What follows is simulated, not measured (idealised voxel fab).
process module | voxel ribs on slabs
Section shown: cut. Width: 265 nm. Cell size: 5 nm, square.
Think of the cross-section as a grid of square cells. We describe it in bands, top to bottom, and each band covers one or more rows of those cells.
Basically the band line says how high the top is and how high the bottom is, in nm, and then what's in it from left to right, every material with its width in nm. Empty space shows up as "blank", and if a single material carries "everywhere" it runs the full band edge to edge.
Heights are expressed relative to 0, this being the level below which the as-received wafer comprises one material exclusively. The lowest band is unbounded in the downward direction and is denoted as in "top 0, no bottom".
A width such as "30..40" changes by the same amount from each row of cells to the next, from the band's top row to its bottom row.
Take "left unchanged" at face value: in the step it is given for, the cross-section changed in none of its cells.
This entry, "Listed closed voids", enumerates those empty regions of no fewer than 8 cells that possess no open connection to the top. Each region is reported in the form width x height at distance, the distance being taken from the left edge, with all three quantities expressed in nm.
Past the settings on a step's line: simulator remark, on that step.
If you see "overlay nm" on a step's line and that step has a mask, it's telling you how far right of where it was planned the mask ended up; a negative number means it went left instead.
So here's the lineup of process steps we planned:
1: RECEIVE with material Si
2: DIRECTIONAL_DEP with material SiO2, thk nm 20
3: DIRECTIONAL_DEP with material polySi, thk nm 20
4: PATTERN with tone cover, mask id RIB, material resist, width nm 30, thk nm 15, overlay nm 0
5: DIRECTIONAL_ETCH with etch materials polySi, depth nm 5
6: STRIP with etch materials resist
7: PATTERN with tone cover, mask id SLAB, material resist, width nm 90, thk nm 20, overlay nm 0
8: DIRECTIONAL_ETCH with etch materials polySi, depth nm 15
9: STRIP with etch materials resist
10: FILL_DEP with material SiO2, thk nm 30
11: CMP with height nm 60
12: DIRECTIONAL_DEP with material TiN, thk nm 10
13: PATTERN with tone cover, mask id HEATER, material resist, width nm 30, thk nm 15, overlay nm 0
14: DIRECTIONAL_ETCH with etch materials TiN, depth nm 10
15: STRIP with etch materials resist
16: CONFORMAL_DEP with material SiN, thk nm 5
The wafers are alike at the start. At step 13, their width nm differs. The plan lists the first wafer's value.
Step 1 complete: as-received cross-section of the first of several wafers:
top 0, no bottom: Si everywhere
Listed closed voids: none
Take any row and you have a wafer at the end of the module: how many cells of each material it has gained (+) or lost (-) since it was received, and then its closed voids:
width nm 30 | +57 SiN | +576 SiO2 | +12 TiN | +60 polySi | Listed closed voids: none
width nm 35 | +57 SiN | +576 SiO2 | +14 TiN | +60 polySi | Listed closed voids: none
width nm 40 | +57 SiN | +576 SiO2 | +16 TiN | +60 polySi | Listed closed voids: none
width nm 45 | +57 SiN | +576 SiO2 | +18 TiN | +60 polySi | Listed closed voids: none
width nm 50 | +57 SiN | +576 SiO2 | +20 TiN | +60 polySi | Listed closed voids: none
width nm 55 | +57 SiN | +576 SiO2 | +22 TiN | +60 polySi | Listed closed voids: none
